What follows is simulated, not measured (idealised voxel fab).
process module | voxel capacitor over wiring
Cross-section cut spans 205 nm and uses square cells 5 nm in size.
Cross-section, as written here: a square-cell grid given band by band from the top down, where a band holds one or more rows of cells.
It is stipulated that each band's entry specify, in nanometres, the height of the top of the band and then that of its bottom, followed by the materials of the band in left-to-right sequence, each together with its width in nanometres. A single material marked by the word "throughout" is understood to fill the band from edge to edge; the word "air" is understood to denote empty space.
The level at which height equals 0 is the one under which the wafer, as it arrives, is entirely one material. No lower edge exists for the bottom band, which continues downward and is notated as in "top 0, no bottom".
A width given as "30->40" starts at the first number in the band's top row and ends at the second number in its bottom row, shifting by an equal amount at every step from row to row.
The designation "nothing got changed", where it is given for a processing step, indicates that no cell of the cross-section was altered in the course of that step.
Trapped cavities: empty space of 8 cells or more with no open way to the top, each as width x height at its distance from the left edge, in nm
Step line, after settings: the simulator's comment on this step.
overlay nm: mask offset rightward from planned place, masked step; negative means leftward offset.

PLANNED STEP LIST FOR THE PROCESS
1,RECEIVE [material Si]
2,CONFORMAL_DEP [material SiO2] [thk nm 10]
3,DIRECTIONAL_DEP [material TiN] [thk nm 5]
4,DIRECTIONAL_DEP [material Ru] [thk nm 20]
5,DIRECTIONAL_DEP [material aC] [thk nm 10]
6,PATTERN [tone cover] [mask id METAL_1] [material resist] [width nm 30] [pitch nm 90] [thk nm 30] [overlay nm 0]
7,DIRECTIONAL_ETCH [etch materials aC] [depth nm 10]
8,STRIP [etch materials resist]
9,DIRECTIONAL_ETCH [etch materials Ru] [depth nm 20]
10,DIRECTIONAL_ETCH [etch materials TiN] [depth nm 5]
11,STRIP [etch materials aC]
12,FILL_DEP [material lowk] [thk nm 10]
13,CMP [height nm 35]
14,CONFORMAL_DEP [material SiCN] [thk nm 5]
15,DIRECTIONAL_DEP [material lowk] [thk nm 15]
16,DIRECTIONAL_DEP [material aC] [thk nm 10]
17,PATTERN [tone open] [mask id PLUG_1] [material resist] [width nm 15] [thk nm 30] [overlay nm 0]
18,DIRECTIONAL_ETCH [etch materials aC] [depth nm 10]
19,STRIP [etch materials resist]
20,DIRECTIONAL_ETCH [etch materials lowk] [depth nm 15]
21,DIRECTIONAL_ETCH [etch materials SiCN] [depth nm 5]
22,STRIP [etch materials aC]
23,EPI [material Ru] [thk nm 10]
24,EPI [material Ru] [thk nm 10]
25,DIRECTIONAL_DEP [material TiN] [thk nm 10]
26,DIRECTIONAL_DEP [material HfO2] [thk nm 5]
27,DIRECTIONAL_DEP [material TiN] [thk nm 5]
28,DIRECTIONAL_DEP [material aC] [thk nm 10]
29,PATTERN [tone cover] [mask id UPPER_PLATE] [material resist] [width nm 65] [thk nm 30] [overlay nm 0]
30,DIRECTIONAL_ETCH [etch materials aC] [depth nm 10]
31,STRIP [etch materials resist]
32,DIRECTIONAL_ETCH [etch materials TiN] [depth nm 5]
33,DIRECTIONAL_ETCH [etch materials HfO2] [depth nm 5]
34,STRIP [etch materials aC]
35,PATTERN [tone cover] [mask id LOWER_PLATE] [material resist] [width nm 75] [thk nm 20] [overlay nm 0]
36,DIRECTIONAL_ETCH [etch materials TiN] [depth nm 10]
37,STRIP [etch materials resist]
38,FILL_DEP [material SiO2] [thk nm 15]
39,CMP [height nm 85]
40,PATTERN [tone open] [mask id PLUG_2] [material resist] [width nm 15] [thk nm 15] [overlay nm 0]
41,DIRECTIONAL_ETCH [etch materials SiO2] [depth nm 10]
42,STRIP [etch materials resist]
43,CONFORMAL_DEP [material TiN] [thk nm 5]
44,FILL_DEP [material Cu] [thk nm 10]
45,CMP [height nm 85]
46,CONFORMAL_DEP [material SiCN] [thk nm 5]

HERE'S WHAT THE WAFER LOOKED LIKE IN CROSS-SECTION WHEN IT ARRIVED - THAT'S AFTER STEP 1
* top 0, no bottom | Si throughout
* Trapped cavities: none

SECTIONED VIEW, FIRST OF TWO WAFERS, AT THE CLOSE OF THE MODULE, PROCESSED AS INTENDED IN THE PLAN
* top 90, bottom 85 | SiCN throughout
* top 85, bottom 80 | SiO2 (65), then TiN (5), then Cu (5), then TiN (5), then SiO2 (125)
* top 80, bottom 70 | SiO2 (65->55), then TiN (15->65), then SiO2 (125->85)
* top 70, bottom 65 | SiO2 (55), then HfO2 (65), then SiO2 (85)
* top 65, bottom 55 | SiO2 (50), then TiN (75), then SiO2 (80)
* top 55, bottom 40 | lowk (55), then Ru (15), then lowk (135)
* top 40, bottom 35 | SiCN (55), then Ru (15), then SiCN (135)
* top 35, bottom 15 | lowk (40), then Ru (30), then lowk (60), then Ru (30), then lowk (45)
* top 15, bottom 10 | lowk (40), then TiN (30), then lowk (60), then TiN (30), then lowk (45)
* top 10, bottom 0 | SiO2 throughout
* top 0, no bottom | Si throughout
* Trapped cavities: none

MODULE END: CROSS-SECTION OF WAFER TWO OF TWO. SAME START AND PROCESS PLAN AS THE FIRST WAFER. ONE MISTAKE DURING EXECUTION
* top 90, bottom 85 | SiCN throughout
* top 85, bottom 80 | SiO2 (55), then TiN (65), then SiO2 (85)
* top 80, bottom 75 | SiO2 (55), then HfO2 (65), then SiO2 (85)
* top 75, bottom 65 | Ru throughout
* top 65, bottom 55 | TiN (55), then Ru (15), then TiN (135)
* top 55, bottom 45 | lowk (55), then TiN (15), then lowk (135)
* top 45, bottom 40 | lowk (55), then Ru (15), then lowk (135)
* top 40, bottom 35 | SiCN (55), then Ru (15), then SiCN (135)
* top 35, bottom 15 | lowk (40), then Ru (30), then lowk (60), then Ru (30), then lowk (45)
* top 15, bottom 10 | lowk (40), then TiN (30), then lowk (60), then TiN (30), then lowk (45)
* top 10, bottom 0 | SiO2 throughout
* top 0, no bottom | Si throughout
* Trapped cavities: none
Finding, execution versus plan: steps 24 and 25 run out of order (swapped)
Wrapping up, a cell-based count of both wafers puts the second over or under the first for these materials: -1 Cu | +82 Ru | -128 SiO2 | +47 TiN
